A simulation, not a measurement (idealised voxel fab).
Documented hereafter: the process module known as voxel double patterning.
Cross-sectional view cut (width: 170 nm; square cell size: 5 nm).
Cross-sections here: square-cell grids, written as top-down lists of bands, a band being one or more rows of cells.
The entry gives the band's vertical extent as a top height and a bottom height in nm, then its horizontal make-up as materials from left to right, each with a width in nm. "empty" stands for empty space; a single material marked "throughout" fills the band edge to edge.
Heights from 0 (as-received wafer is one material below). Bottom band endless downward, as "0 and below".
The two numbers in a width such as "30 to 40" mark its ends across the band: the first belongs to the top row of cells, the second to the bottom row, and from each row to the next the width moves by the same amount.
Step note "nothing altered" = no cross-section cell changed.
"Unvented internal voids" enumerates empty spaces isolated from the top, with no open way to it, that contain at least 8 cells, giving each as width x height at distance from the left edge, all three in nm.
Heads up: the bit after the settings on a step's line is the simulator's remark on that step.
If you see "overlay nm" on a step's line and that step has a mask, it's telling you how far right of where it was planned the mask ended up; a negative number means it went left instead.

Set out below are the planned steps of the process:
1 RECEIVE [material Si]
2 CONFORMAL_DEP [material SiO2] [thk nm 5]
3 DIRECTIONAL_DEP [material TiN] [thk nm 20]
4 DIRECTIONAL_DEP [material SiN] [thk nm 10]
5 MASKED_ETCH [tone open] [mask id FIRST] [width nm 15] [pitch nm 50] [etch materials SiN] [depth nm 10] [overlay nm 0]
6 DIRECTIONAL_DEP [material aC] [thk nm 10]
7 PATTERN [tone open] [mask id SECOND] [material resist] [width nm 15] [thk nm 30] [overlay nm 0]
8 DIRECTIONAL_ETCH [etch materials aC] [depth nm 10]
9 STRIP [etch materials resist]
10 DIRECTIONAL_ETCH [etch materials SiN] [depth nm 10]
11 STRIP [etch materials aC]
12 DIRECTIONAL_ETCH [etch materials TiN] [depth nm 20]
13 STRIP [etch materials SiN]

Cross-section of the wafer upon arrival, representing the state reached after step 1:
	0 and below: Si throughout
	Unvented internal voids: none

Cross-section at module end, one run error; start and plan unchanged from above:
	25 down to 20: SiO2 throughout
	20 down to 0: TiN throughout
	0 and below: Si throughout
	Unvented internal voids: none
What broke from the plan during processing? order of steps 2 and 3 inverted relative to the plan
